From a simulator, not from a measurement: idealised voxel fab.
Module name: voxel self aligned contacts (process module)
Shown is cross-section cut, with a width of 180 nm and square cells of size 5 nm.
Bands, listed from the top down, are how a cross-section gets written in this document; the cross-section itself is a grid of square cells, and a band is one or more rows of them. Within each band entry, the heights of the top and of the bottom of the band appear first, in that order and in nm; the materials of the band then follow from left to right, each with its corresponding width in nm. The designation "edge to edge" on a single material indicates that it fills the band from edge to edge; the designation "blank" indicates empty space. Beneath 0, the wafer as received is one material, and that level is where height counting begins. The lowest band goes on downward without a bottom; it is written like "0 nm and below". With a width like "30..40", each row of cells in the band differs from the next by the same amount, the top row carrying the first number and the bottom row the second. You'll sometimes find "same as before" written for a step, and that's the way of saying that nowhere in the cross-section did a cell change during that step. The entry "Entrapped void list" lists the empty spaces that cover at least 8 cells and have no open path to the top. Each is written as width x height at distance, where the distance is measured from the left edge and all three values are in nm. Heads up: the bit after the settings on a step's line is the simulator's remark on that step. overlay nm, on a step with a mask: how far to the right of its planned place the mask lay; to the left if negative.
### These are the steps we planned for the process
1) RECEIVE (material Si)
2) CONFORMAL_DEP (material SiO2; thk nm 5)
3) DIRECTIONAL_DEP (material polySi; thk nm 30)
4) DIRECTIONAL_DEP (material SiN; thk nm 20)
5) MASKED_ETCH (tone cover; mask id GATE; width nm 30; pitch nm 65; etch materials SiN; depth nm 20; overlay nm 0)
6) MASKED_ETCH (tone cover; mask id GATE; width nm 30; pitch nm 65; etch materials polySi; depth nm 30; overlay nm 0)
7) CONFORMAL_DEP (material SiN; thk nm 10)
8) DIRECTIONAL_ETCH (etch materials SiN; depth nm 10)
9) FILL_DEP (material SiO2; thk nm 15)
10) CMP (height nm 65)
11) PATTERN (tone open; mask id CONTACT; material resist; width nm 45; thk nm 20; overlay nm -15)
12) DIRECTIONAL_ETCH (etch materials SiO2; depth nm 65)
13) STRIP (etch materials resist)
14) CONFORMAL_DEP (material TiN; thk nm 5)
15) FILL_DEP (material Ru; thk nm 10)
16) CMP (height nm 65)
17) CONFORMAL_DEP (material SiN; thk nm 5)
The wafers in this document start out alike and differ in the overlay nm applied at step 11; the plan shows the value used for the first wafer.
### As received, i.e. after step 1: cross-section through the first of several wafers
* 0 nm and below = Si edge to edge
* Entrapped void list: none
### Depicted here is the first of several wafers in cross-section, at module completion following the last step, step 17
* 70 nm to 65 nm = SiN edge to edge
* 65 nm to 55 nm = 50 SiO2, then 5..35 TiN, then 35..5 Ru, then 5 TiN, then 85 SiO2
* 55 nm to 35 nm = 30 SiO2, then 50 SiN, then 5 TiN, then 5 Ru, then 5 TiN, then 50 SiN, then 35 SiO2
* 35 nm to 5 nm = 30 SiO2, then 10 SiN, then 30 polySi, then 10 SiN, then 5 TiN, then 5 Ru, then 5 TiN, then 10 SiN, then 30 polySi, then 10 SiN, then 35 SiO2
* 5 nm to 0 nm = 80 SiO2, then 15 TiN, then 85 SiO2
* 0 nm and below = Si edge to edge
* Entrapped void list: none
### Showing the last wafer in cross-section at the end of the module
* 70 nm to 65 nm = SiN edge to edge
* 65 nm to 55 nm = 80 SiO2, then 5 TiN, then 35..5 Ru, then 5..35 TiN, then 55 SiO2
* 55 nm to 35 nm = 30 SiO2, then 50 SiN, then 5 TiN, then 5 Ru, then 5 TiN, then 50 SiN, then 35 SiO2
* 35 nm to 5 nm = 30 SiO2, then 10 SiN, then 30 polySi, then 10 SiN, then 5 TiN, then 5 Ru, then 5 TiN, then 10 SiN, then 30 polySi, then 10 SiN, then 35 SiO2
* 5 nm to 0 nm = 80 SiO2, then 15 TiN, then 85 SiO2
* 0 nm and below = Si edge to edge
* Entrapped void list: none
### The table below has one row for each wafer; a row shows, as of the end of the module, how many cells of each material the wafer has gained, marked (+), or lost, marked (-), since it was received, and then the wafer's closed voids
overlay nm -15, +18 Ru, +164 SiN, +217 SiO2, +33 TiN, +72 polySi, Entrapped void list: none
overlay nm -10, +18 Ru, +164 SiN, +217 SiO2, +33 TiN, +72 polySi, Entrapped void list: none
overlay nm -5, +18 Ru, +164 SiN, +217 SiO2, +33 TiN, +72 polySi, Entrapped void list: none
overlay nm 0, +18 Ru, +164 SiN, +217 SiO2, +33 TiN, +72 polySi, Entrapped void list: none
overlay nm 5, +18 Ru, +164 SiN, +217 SiO2, +33 TiN, +72 polySi, Entrapped void list: none
overlay nm 10, +18 Ru, +164 SiN, +217 SiO2, +33 TiN, +72 polySi, Entrapped void list: none
overlay nm 15, +18 Ru, +164 SiN, +217 SiO2, +33 TiN, +72 polySi, Entrapped void list: none
